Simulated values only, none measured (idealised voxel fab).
This is a process module. Its name is voxel capacitor over wiring.
Pictured: cross-section cut, 145 nm wide, on a grid of 5 nm square cells.
Cross-section format: a grid of square cells, given as bands from top to bottom; each band is one or more rows of cells.
Within each band entry, the heights of the top and of the bottom of the band appear first, in that order and in nm; the materials of the band then follow from left to right, each with its corresponding width in nm. The designation "throughout" on a single material indicates that it fills the band from edge to edge; the designation "blank" indicates empty space.
Heads up on the height convention: 0 is the point under which the incoming wafer is all one material, and the lowest band has no bottom, it just keeps going down, like "z 0 and below".
A two-number width, for instance "30 to 40", indicates that the width is equal to the first number in the top row of the band and to the second number in the bottom row, and that it changes by a constant amount per row of cells.
What does "everything unchanged" mean for a step? It means no cell of the cross-section changed in that step.
Each empty space that has no open way to the top and spans at least 8 cells appears under "Fully closed voids" as width x height at distance, the distance counted from the left edge, all in nm.
Step line, after settings: the simulator's comment on this step.
The setting "overlay nm" may be written on the line of a step. When the step uses a mask, the value reports how far to the right of the planned place the mask lay, and a negative value reports that it lay to the left.
Heads up before you read on: it's before/after pairs around one process step each, after side only down to the lowest band that changed, step plus settings under the pair. Pairs can be from different runs of this module, same starting wafer, so only chain a pair onto the one above if its "Status quo ante" entry says so.
-- Status quo ante
    z 110 to 95  aC throughout
    z 95 to 80  SiO2 throughout
    z 80 to 70  30 SiO2, 60 TiN, 55 SiO2
    z 70 to 65  30 SiO2, 60 HfO2, 55 SiO2
    z 65 to 60  25 SiO2, 70 TiN, 50 SiO2
    z 60 to 40  30 lowk, 15 Ru, 100 lowk
    z 40 to 35  30 SiCN, 15 Ru, 100 SiCN
    z 35 to 20  15 lowk, 30 W, 55 lowk, 30 W, 15 lowk
    z 20 to 15  15 lowk, 30 TiN, 55 lowk, 30 TiN, 15 lowk
    z 15 to 0  SiO2 throughout
    z 0 and below  Si throughout
    Fully closed voids: none
-- Step Outcome
    z 140 to 110  35 resist, 15 blank, 95 resist
    Below a height of 110, the structure has not been altered.
    Fully closed voids: none
Step, before to after (see cross-sections above): PATTERN (tone open; mask id PLUG_2; material resist; width nm 15; thk nm 30; overlay nm -5)
Status quo ante: no separate figure, the pair right above already shows it after its step.
-- Step Outcome
    z 125 to 110  35 resist, 15 blank, 95 resist
    z 110 to 95  35 aC, 15 blank, 95 aC
    Below a height of 95, the structure has not been altered.
    Fully closed voids: none
Step, before to after (see cross-sections above): DIRECTIONAL_ETCH (etch materials aC; depth nm 15)
Status quo ante: no separate figure, the pair right above already shows it after its step.
-- Step Outcome
    z 110 to 95  35 aC, 15 blank, 95 aC
    Below a height of 95, the structure has not been altered.
    Fully closed voids: none
Step, before to after (see cross-sections above): STRIP (etch materials resist)
Status quo ante: no separate figure, the pair right above already shows it after its step.
-- Step Outcome
    z 110 to 95  35 aC, 15 blank, 95 aC
    z 95 to 80  35 SiO2, 15 blank, 95 SiO2
    Below a height of 80, the structure has not been altered.
    Fully closed voids: none
Step, before to after (see cross-sections above): DIRECTIONAL_ETCH (etch materials SiO2; depth nm 15)
Status quo ante: no separate figure, the pair right above already shows it after its step.
-- Step Outcome
    z 95 to 80  35 SiO2, 15 blank, 95 SiO2
    Below a height of 80, the structure has not been altered.
    Fully closed voids: none
Step, before to after (see cross-sections above): STRIP (etch materials aC)
Status quo ante: no separate figure, the pair right above already shows it after its step.
-- Step Outcome
    z 100 to 95  40 TiN, 5 blank, 100 TiN
    z 95 to 85  35 SiO2, 5 TiN, 5 blank, 5 TiN, 95 SiO2
    z 85 to 80  35 SiO2, 15 TiN, 95 SiO2
    Below a height of 80, the structure has not been altered.
    Fully closed voids: none
Step, before to after (see cross-sections above): CONFORMAL_DEP (material TiN; thk nm 5)
Status quo ante: no separate figure, the pair right above already shows it after its step.
-- Step Outcome
    z 105 to 100  Ru throughout
    z 100 to 95  40 TiN, 5 Ru, 100 TiN
    z 95 to 85  35 SiO2, 5 TiN, 5 Ru, 5 TiN, 95 SiO2
    Below a height of 85, the structure has not been altered.
    Fully closed voids: none
Step, before to after (see cross-sections above): FILL_DEP (material Ru; thk nm 5)
Status quo ante: no separate figure, the pair right above already shows it after its step.
-- Step Outcome
    z 95 to 85  35 SiO2, 5 TiN, 5 Ru, 5 TiN, 95 SiO2
    Below a height of 85, the structure has not been altered.
    Fully closed voids: none
Step, before to after (see cross-sections above): CMP (height nm 95)
Status quo ante: no separate figure, the pair right above already shows it after its step.
-- Step Outcome
    z 100 to 95  SiCN throughout
    Below a height of 95, the structure has not been altered.
    Fully closed voids: none
Step, before to after (see cross-sections above): CONFORMAL_DEP (material SiCN; thk nm 5)
-- Status quo ante
    z 80 to 70  30 blank, 60 TiN, 55 blank
    z 70 to 65  30 blank, 60 HfO2, 55 blank
    z 65 to 60  TiN throughout
    z 60 to 40  30 lowk, 15 Ru, 100 lowk
    z 40 to 35  30 SiCN, 15 Ru, 100 SiCN
    z 35 to 20  15 lowk, 30 W, 55 lowk, 30 W, 15 lowk
    z 20 to 15  15 lowk, 30 TiN, 55 lowk, 30 TiN, 15 lowk
    z 15 to 0  SiO2 throughout
    z 0 and below  Si throughout
    Fully closed voids: none
-- Step Outcome
    z 95 to 80  30 blank, 60 lowk, 55 blank
    z 80 to 70  30 lowk, 60 TiN, 55 lowk
    z 70 to 65  30 lowk, 60 HfO2, 55 lowk
    Below a height of 65, the structure has not been altered.
    Fully closed voids: none
Step, before to after (see cross-sections above): DIRECTIONAL_DEP (material lowk; thk nm 15)
Status quo ante: no separate figure, the pair right above already shows it after its step.
-- Step Outcome
    z 125 to 95  25 blank, 70 resist, 50 blank
    z 95 to 80  25 blank, 5 resist, 60 lowk, 5 resist, 50 blank
    Below a height of 80, the structure has not been altered.
    Fully closed voids: none
Step, before to after (see cross-sections above): PATTERN (tone cover; mask id LOWER_PLATE; material resist; width nm 70; thk nm 30; overlay nm 0)
Status quo ante: no separate figure, the pair right above already shows it after its step.
-- Step Outcome
    z 110 to 95  25 blank, 70 resist, 50 blank
    Below a height of 95, the structure has not been altered.
    Fully closed voids: none
Step, before to after (see cross-sections above): DIRECTIONAL_ETCH (etch materials aC; depth nm 15)
Status quo ante: no separate figure, the pair right above already shows it after its step.
-- Step Outcome
    z 95 to 80  30 blank, 60 lowk, 55 blank
    Below a height of 80, the structure has not been altered.
    Fully closed voids: none
Step, before to after (see cross-sections above): STRIP (etch materials resist)
Status quo ante: no separate figure, the pair right above already shows it after its step.
-- Step Outcome
    z 115 to 95  SiO2 throughout
    z 95 to 80  30 SiO2, 60 lowk, 55 SiO2
    Below a height of 80, the structure has not been altered.
    Fully closed voids: none
Step, before to after (see cross-sections above): FILL_DEP (material SiO2; thk nm 20)
Status quo ante: no separate figure, the pair right above already shows it after its step.
-- Step Outcome
    z 95 to 80  30 SiO2, 60 lowk, 55 SiO2
    Below a height of 80, the structure has not been altered.
    Fully closed voids: none
Step, before to after (see cross-sections above): CMP (height nm 95)
Status quo ante: no separate figure, the pair right above already shows it after its step.
-- Step Outcome
    z 110 to 95  aC throughout
    Below a height of 95, the structure has not been altered.
    Fully closed voids: none
Step, before to after (see cross-sections above): DIRECTIONAL_DEP (material aC; thk nm 15)
Status quo ante: no separate figure, the pair right above already shows it after its step.
-- Step Outcome
    z 140 to 110  40 resist, 15 blank, 90 resist
    Below a height of 110, the structure has not been altered.
    Fully closed voids: none
Step, before to after (see cross-sections above): PATTERN (tone open; mask id PLUG_2; material resist; width nm 15; thk nm 30; overlay nm 0)
Status quo ante: no separate figure, the pair right above already shows it after its step.
-- Step Outcome
    z 125 to 110  40 resist, 15 blank, 90 resist
    z 110 to 95  40 aC, 15 blank, 90 aC
    Below a height of 95, the structure has not been altered.
    Fully closed voids: none
Step, before to after (see cross-sections above): DIRECTIONAL_ETCH (etch materials aC; depth nm 15)
Status quo ante: no separate figure, the pair right above already shows it after its step.
-- Step Outcome
    z 110 to 95  40 aC, 15 blank, 90 aC
    Below a height of 95, the structure has not been altered.
    Fully closed voids: none
Step, before to after (see cross-sections above): STRIP (etch materials resist)
Status quo ante: no separate figure, the pair right above already shows it after its step.
-- Step Outcome
    z 95 to 80  30 SiO2, 60 lowk, 55 SiO2
    Below a height of 80, the structure has not been altered.
    Fully closed voids: none
Step, before to after (see cross-sections above): STRIP (etch materials aC)
Status quo ante: no separate figure, the pair right above already shows it after its step.
-- Step Outcome
    z 100 to 95  TiN throughout
    Below a height of 95, the structure has not been altered.
    Fully closed voids: none
Step, before to after (see cross-sections above): CONFORMAL_DEP (material TiN; thk nm 5)
Status quo ante: no separate figure, the pair right above already shows it after its step.
-- Step Outcome
    z 105 to 100  Ru throughout
    Below a height of 100, the structure has not been altered.
    Fully closed voids: none
Step, before to after (see cross-sections above): FILL_DEP (material Ru; thk nm 5)
Status quo ante: no separate figure, the pair right above already shows it after its step.
-- Step Outcome
    z 95 to 80  30 SiO2, 60 lowk, 55 SiO2
    Below a height of 80, the structure has not been altered.
    Fully closed voids: none
Step, before to after (see cross-sections above): CMP (height nm 95)
Status quo ante: no separate figure, the pair right above already shows it after its step.
-- Step Outcome
    z 100 to 95  SiCN throughout
    Below a height of 95, the structure has not been altered.
    Fully closed voids: none
Step, before to after (see cross-sections above): CONFORMAL_DEP (material SiCN; thk nm 5)
-- Status quo ante
    z 60 to 40  lowk throughout
    z 40 to 35  SiCN throughout
    z 35 to 20  15 lowk, 30 W, 55 lowk, 30 W, 15 lowk
    z 20 to 15  15 lowk, 30 TiN, 55 lowk, 30 TiN, 15 lowk
    z 15 to 0  SiO2 throughout
    z 0 and below  Si throughout
    Fully closed voids: none
-- Step Outcome
    z 75 to 60  30 blank, 15 resist, 100 blank
    Below a height of 60, the structure has not been altered.
    Fully closed voids: none
Step, before to after (see cross-sections above): PATTERN (tone cover; mask id PLUG_1; material resist; width nm 15; thk nm 15; overlay nm 0)
Status quo ante: no separate figure, the pair right above already shows it after its step.
-- Step Outcome
    z 75 to 60  30 blank, 15 resist, 100 blank
    z 60 to 40  30 blank, 15 lowk, 100 blank
    Below a height of 40, the structure has not been altered.
    Fully closed voids: none
Step, before to after (see cross-sections above): DIRECTIONAL_ETCH (etch materials lowk; depth nm 20)
Status quo ante: no separate figure, the pair right above already shows it after its step.
-- Step Outcome
    z 75 to 60  30 blank, 15 resist, 100 blank
    z 60 to 40  30 blank, 15 lowk, 100 blank
    z 40 to 35  30 blank, 15 SiCN, 100 blank
    Below a height of 35, the structure has not been altered.
    Fully closed voids: none
Step, before to after (see cross-sections above): DIRECTIONAL_ETCH (etch materials SiCN; depth nm 5)
Status quo ante: no separate figure, the pair right above already shows it after its step.
-- Step Outcome
    z 60 to 40  30 blank, 15 lowk, 100 blank
    Below a height of 40, the structure has not been altered.
    Fully closed voids: none
Step, before to after (see cross-sections above): STRIP (etch materials resist)
Status quo ante: no separate figure, the pair right above already shows it after its step.
-- Step Outcome
    z 60 to 45  30 blank, 15 lowk, 100 blank
    z 45 to 40  5 blank, 25 Ru, 15 lowk, 45 blank, 50 Ru, 5 blank
    z 40 to 35  5 blank, 25 Ru, 15 SiCN, 45 blank, 50 Ru, 5 blank
    Below a height of 35, the structure has not been altered.
    Fully closed voids: none
Step, before to after (see cross-sections above): EPI (material Ru; thk nm 10)
Status quo ante: no separate figure, the pair right above already shows it after its step.
-- Step Outcome
    z 60 to 55  30 blank, 15 lowk, 100 blank
    z 55 to 40  30 Ru, 15 lowk, 35 blank, 65 Ru
    z 40 to 35  30 Ru, 15 SiCN, 35 blank, 65 Ru
    Below a height of 35, the structure has not been altered.
    Fully closed voids: none
Step, before to after (see cross-sections above): EPI (material Ru; thk nm 10)
Status quo ante: no separate figure, the pair right above already shows it after its step.
-- Step Outcome
    z 60 to 40  30 Ru, 15 lowk, 30 blank, 70 Ru
    z 40 to 35  30 Ru, 15 SiCN, 30 blank, 70 Ru
    Below a height of 35, the structure has not been altered.
    Fully closed voids: none
Step, before to after (see cross-sections above): EPI (material Ru; thk nm 5)
Status quo ante: no separate figure, the pair right above already shows it after its step.
-- Step Outcome
    z 65 to 60  45 TiN, 30 blank, 70 TiN
    z 60 to 40  30 Ru, 15 lowk, 30 blank, 70 Ru
    z 40 to 35  30 Ru, 15 SiCN, 30 TiN, 70 Ru
    Below a height of 35, the structure has not been altered.
    Fully closed voids: none
Step, before to after (see cross-sections above): DIRECTIONAL_DEP (material TiN; thk nm 5)
Status quo ante: no separate figure, the pair right above already shows it after its step.
-- Step Outcome
    z 70 to 65  45 HfO2, 30 blank, 70 HfO2
    z 65 to 60  45 TiN, 30 blank, 70 TiN
    z 60 to 45  30 Ru, 15 lowk, 30 blank, 70 Ru
    z 45 to 40  30 Ru, 15 lowk, 30 HfO2, 70 Ru
    Below a height of 40, the structure has not been altered.
    Fully closed voids: none
Step, before to after (see cross-sections above): DIRECTIONAL_DEP (material HfO2; thk nm 5)
Status quo ante: no separate figure, the pair right above already shows it after its step.
-- Step Outcome
    z 80 to 70  45 TiN, 30 blank, 70 TiN
    z 70 to 65  45 HfO2, 30 blank, 70 HfO2
    z 65 to 60  45 TiN, 30 blank, 70 TiN
    z 60 to 55  30 Ru, 15 lowk, 30 blank, 70 Ru
    z 55 to 45  30 Ru, 15 lowk, 30 TiN, 70 Ru
    Below a height of 45, the structure has not been altered.
    Fully closed voids: none
Step, before to after (see cross-sections above): DIRECTIONAL_DEP (material TiN; thk nm 10)
Status quo ante: no separate figure, the pair right above already shows it after its step.
-- Step Outcome
    z 80 to 70  30 blank, 15 TiN, 30 blank, 15 TiN, 55 blank
    Below a height of 70, the structure has not been altered.
    Fully closed voids: none
Step, before to after (see cross-sections above): MASKED_ETCH (tone cover; mask id UPPER_PLATE; width nm 60; etch materials TiN; depth nm 10; overlay nm 0)
Status quo ante: no separate figure, the pair right above already shows it after its step.
-- Step Outcome
    z 80 to 70  30 blank, 15 TiN, 30 blank, 15 TiN, 55 blank
    z 70 to 65  30 blank, 15 HfO2, 30 blank, 15 HfO2, 55 blank
    Below a height of 65, the structure has not been altered.
    Fully closed voids: none
Step, before to after (see cross-sections above): MASKED_ETCH (tone cover; mask id UPPER_PLATE; width nm 60; etch materials HfO2; depth nm 5; overlay nm 0)
Status quo ante: no separate figure, the pair right above already shows it after its step.
-- Step Outcome
    z 95 to 80  30 blank, 15 aC, 30 blank, 15 aC, 55 blank
    z 80 to 70  30 aC, 15 TiN, 30 blank, 15 TiN, 55 aC
    z 70 to 65  30 aC, 15 HfO2, 30 aC, 15 HfO2, 55 aC
    z 65 to 60  45 TiN, 30 aC, 70 TiN
    z 60 to 55  30 Ru, 15 lowk, 30 aC, 70 Ru
    Below a height of 55, the structure has not been altered.
    Fully closed voids: none
Step, before to after (see cross-sections above): DIRECTIONAL_DEP (material aC; thk nm 15)
Status quo ante: no separate figure, the pair right above already shows it after its step.
-- Step Outcome
    z 125 to 95  25 blank, 70 resist, 50 blank
    z 95 to 80  25 blank, 5 resist, 15 aC, 30 resist, 15 aC, 5 resist, 50 blank
    z 80 to 70  30 aC, 15 TiN, 30 resist, 15 TiN, 55 aC
    Below a height of 70, the structure has not been altered.
    Fully closed voids: none
Step, before to after (see cross-sections above): PATTERN (tone cover; mask id LOWER_PLATE; material resist; width nm 70; thk nm 30; overlay nm 0)
Status quo ante: no separate figure, the pair right above already shows it after its step.
-- Step Outcome
    z 110 to 95  25 blank, 70 resist, 50 blank
    z 95 to 80  25 blank, 5 resist, 15 aC, 30 resist, 15 aC, 5 resist, 50 blank
    z 80 to 70  25 blank, 5 aC, 15 TiN, 30 resist, 15 TiN, 5 aC, 50 blank
    z 70 to 65  25 blank, 5 aC, 15 HfO2, 30 aC, 15 HfO2, 5 aC, 50 blank
    Below a height of 65, the structure has not been altered.
    Fully closed voids: none
Step, before to after (see cross-sections above): DIRECTIONAL_ETCH (etch materials aC; depth nm 15)
Status quo ante: no separate figure, the pair right above already shows it after its step.
-- Step Outcome
    z 95 to 80  30 blank, 15 aC, 30 blank, 15 aC, 55 blank
    z 80 to 70  25 blank, 5 aC, 15 TiN, 30 blank, 15 TiN, 5 aC, 50 blank
    Below a height of 70, the structure has not been altered.
    Fully closed voids: none
Step, before to after (see cross-sections above): STRIP (etch materials resist)
Status quo ante: no separate figure, the pair right above already shows it after its step.
-- Step Outcome
    z 95 to 80  30 blank, 15 aC, 30 blank, 15 aC, 55 blank
    z 80 to 70  25 blank, 5 aC, 15 TiN, 30 blank, 15 TiN, 5 aC, 50 blank
    z 70 to 65  25 blank, 5 aC, 15 HfO2, 30 aC, 15 HfO2, 5 aC, 50 blank
    z 65 to 60  25 blank, 20 TiN, 30 aC, 20 TiN, 50 blank
    Below a height of 60, the structure has not been altered.
    Fully closed voids: none
Step, before to after (see cross-sections above): DIRECTIONAL_ETCH (etch materials TiN; depth nm 5)
Status quo ante: no separate figure, the pair right above already shows it after its step.
-- Step Outcome
    z 80 to 70  30 blank, 15 TiN, 30 blank, 15 TiN, 55 blank
    z 70 to 65  30 blank, 15 HfO2, 30 blank, 15 HfO2, 55 blank
    z 65 to 60  25 blank, 20 TiN, 30 blank, 20 TiN, 50 blank
    z 60 to 55  30 Ru, 15 lowk, 30 blank, 70 Ru
    Below a height of 55, the structure has not been altered.
    Fully closed voids: none
Step, before to after (see cross-sections above): STRIP (etch materials aC)
Status quo ante: no separate figure, the pair right above already shows it after its step.
-- Step Outcome
    z 100 to 80  SiO2 throughout
    z 80 to 70  30 SiO2, 15 TiN, 30 SiO2, 15 TiN, 55 SiO2
    z 70 to 65  30 SiO2, 15 HfO2, 30 SiO2, 15 HfO2, 55 SiO2
    z 65 to 60  25 SiO2, 20 TiN, 30 SiO2, 20 TiN, 50 SiO2
    z 60 to 55  30 Ru, 15 lowk, 30 SiO2, 70 Ru
    Below a height of 55, the structure has not been altered.
    Fully closed voids: none
Step, before to after (see cross-sections above): FILL_DEP (material SiO2; thk nm 20)
Status quo ante: no separate figure, the pair right above already shows it after its step.
-- Step Outcome
    z 95 to 80  SiO2 throughout
    Below a height of 80, the structure has not been altered.
    Fully closed voids: none
Step, before to after (see cross-sections above): CMP (height nm 95)
Status quo ante: no separate figure, the pair right above already shows it after its step.
-- Step Outcome
    z 110 to 95  aC throughout
    Below a height of 95, the structure has not been altered.
    Fully closed voids: none
Step, before to after (see cross-sections above): DIRECTIONAL_DEP (material aC; thk nm 15)
Status quo ante: no separate figure, the pair right above already shows it after its step.
-- Step Outcome
    z 140 to 110  40 resist, 15 blank, 90 resist
    Below a height of 110, the structure has not been altered.
    Fully closed voids: none
Step, before to after (see cross-sections above): PATTERN (tone open; mask id PLUG_2; material resist; width nm 15; thk nm 30; overlay nm 0)
Status quo ante: no separate figure, the pair right above already shows it after its step.
-- Step Outcome
    z 125 to 110  40 resist, 15 blank, 90 resist
    z 110 to 95  40 aC, 15 blank, 90 aC
    Below a height of 95, the structure has not been altered.
    Fully closed voids: none
Step, before to after (see cross-sections above): DIRECTIONAL_ETCH (etch materials aC; depth nm 15)
Status quo ante: no separate figure, the pair right above already shows it after its step.
-- Step Outcome
    z 110 to 95  40 aC, 15 blank, 90 aC
    Below a height of 95, the structure has not been altered.
    Fully closed voids: none
Step, before to after (see cross-sections above): STRIP (etch materials resist)
Status quo ante: no separate figure, the pair right above already shows it after its step.
-- Step Outcome
    z 110 to 95  40 aC, 15 blank, 90 aC
    z 95 to 80  40 SiO2, 15 blank, 90 SiO2
    Below a height of 80, the structure has not been altered.
    Fully closed voids: none
Step, before to after (see cross-sections above): DIRECTIONAL_ETCH (etch materials SiO2; depth nm 15)
Status quo ante: no separate figure, the pair right above already shows it after its step.
-- Step Outcome
    z 95 to 80  40 SiO2, 15 blank, 90 SiO2
    Below a height of 80, the structure has not been altered.
    Fully closed voids: none
Step, before to after (see cross-sections above): STRIP (etch materials aC)
Status quo ante: no separate figure, the pair right above already shows it after its step.
-- Step Outcome
    z 100 to 95  45 TiN, 5 blank, 95 TiN
    z 95 to 85  40 SiO2, 5 TiN, 5 blank, 5 TiN, 90 SiO2
    z 85 to 80  40 SiO2, 15 TiN, 90 SiO2
    Below a height of 80, the structure has not been altered.
    Fully closed voids: none
Step, before to after (see cross-sections above): CONFORMAL_DEP (material TiN; thk nm 5)
Status quo ante: no separate figure, the pair right above already shows it after its step.
-- Step Outcome
    z 105 to 100  Ru throughout
    z 100 to 95  45 TiN, 5 Ru, 95 TiN
    z 95 to 85  40 SiO2, 5 TiN, 5 Ru, 5 TiN, 90 SiO2
    Below a height of 85, the structure has not been altered.
    Fully closed voids: none
Step, before to after (see cross-sections above): FILL_DEP (material Ru; thk nm 5)
Status quo ante: no separate figure, the pair right above already shows it after its step.
-- Step Outcome
    z 95 to 85  40 SiO2, 5 TiN, 5 Ru, 5 TiN, 90 SiO2
    Below a height of 85, the structure has not been altered.
    Fully closed voids: none
Step, before to after (see cross-sections above): CMP (height nm 95)
Status quo ante: no separate figure, the pair right above already shows it after its step.
-- Step Outcome
    z 100 to 95  SiCN throughout
    Below a height of 95, the structure has not been altered.
    Fully closed voids: none
Step, before to after (see cross-sections above): CONFORMAL_DEP (material SiCN; thk nm 5)
